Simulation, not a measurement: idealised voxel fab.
Name of the process module below: voxel self aligned contacts
Xsec cut, 300 nm wide, square cell size 5 nm.
How to read a cross-section here: the picture is a grid of square cells, written as bands going from the top down, and any band can span one or more rows of cells.
Read a band's entry like this: the first values are the height of its top and the height of its bottom in nm, and what follows is the sequence of materials from left to right, each with its width in nm. Note that "empty" is empty space, and that a single material marked "throughout" reaches across the band from edge to edge.
We count height from 0. Below that, the starting wafer is all one material. The lowest band never ends at the bottom but goes on down; see "0 down" for how that is written.
You'd read "30 to 40" like this: the band's top row of cells is as wide as the first number, its bottom row is as wide as the second, and going down, every row changes width by the same amount as the row before did.
When a step is marked "nothing altered", none of the cells in the cross-section changed during that step.
What "Voids, sealed" gives you is every empty space of 8 cells or more that is cut off from the top. Each appears as width x height at distance, with the distance taken from the left edge and width, height and distance all in nm.
Text after the settings on a step's line: the simulator's own remark on that step.
"overlay nm", when on a step's line for a step with a mask, measures how far to the right of its planned place the mask lay; a negative measure means to the left.

# Below is the list of planned process steps
1: RECEIVE,material Si
2: OXIDIZE,depth nm 5
3: DIRECTIONAL_DEP,material polySi,thk nm 20
4: DIRECTIONAL_DEP,material SiN,thk nm 15
5: MASKED_ETCH,tone cover,mask id GATE,width nm 25,pitch nm 60,etch materials SiN,depth nm 15,overlay nm 0
6: MASKED_ETCH,tone cover,mask id GATE,width nm 25,pitch nm 60,etch materials polySi,depth nm 20,overlay nm 0
7: CONFORMAL_DEP,material SiN,thk nm 5
8: DIRECTIONAL_ETCH,etch materials SiN,depth nm 5
9: FILL_DEP,material SiO2,thk nm 15
10: CMP,height nm 40
11: DIRECTIONAL_DEP,material aC,thk nm 10
12: PATTERN,tone open,mask id CONTACT,material resist,width nm 45,thk nm 30,overlay nm 0
13: DIRECTIONAL_ETCH,etch materials aC,depth nm 10
14: STRIP,etch materials resist
15: DIRECTIONAL_ETCH,etch materials SiO2,depth nm 45
16: STRIP,etch materials aC
17: CONFORMAL_DEP,material TiN,thk nm 5
18: FILL_DEP,material Ru,thk nm 5
19: CMP,height nm 40
20: CONFORMAL_DEP,material SiN,thk nm 5

# Cross-section: wafer on arrival = after step 1
    0 down  Si throughout
    Voids, sealed: none

# Cross-section: first of two wafers, module finished, run according to plan
    45 to 40  SiN throughout
    40 to 35  125 SiO2 | 15 TiN | 15 Ru | 15 TiN | 130 SiO2
    35 to 20  100 SiO2 | 35 SiN | 5 TiN | 15 Ru | 5 TiN | 35 SiN | 105 SiO2
    20 to 0  100 SiO2 | 5 SiN | 25 polySi | 5 SiN | 5 TiN | 15 Ru | 5 TiN | 5 SiN | 25 polySi | 5 SiN | 105 SiO2
    0 to -5  135 SiO2 | 25 TiN | 140 SiO2
    -5 down  Si throughout
    Voids, sealed: none

# second wafer at the end: like start, like plan, one mistake
    45 to 40  SiN throughout
    40 to 35  125 SiO2 | 15 TiN | 15 aC | 15 TiN | 130 SiO2
    35 to 20  100 SiO2 | 35 SiN | 5 TiN | 15 aC | 5 TiN | 35 SiN | 105 SiO2
    20 to 0  100 SiO2 | 5 SiN | 25 polySi | 5 SiN | 5 TiN | 15 aC | 5 TiN | 5 SiN | 25 polySi | 5 SiN | 105 SiO2
    0 to -5  135 SiO2 | 25 TiN | 140 SiO2
    -5 down  Si throughout
    Voids, sealed: none
Run error: step 18 changed vs plan, executed as FILL_DEP,material aC,thk nm 5
In the final state, the cell counts of the second wafer exceed or fall short of those of the first for the following materials: Ru -24; aC +24
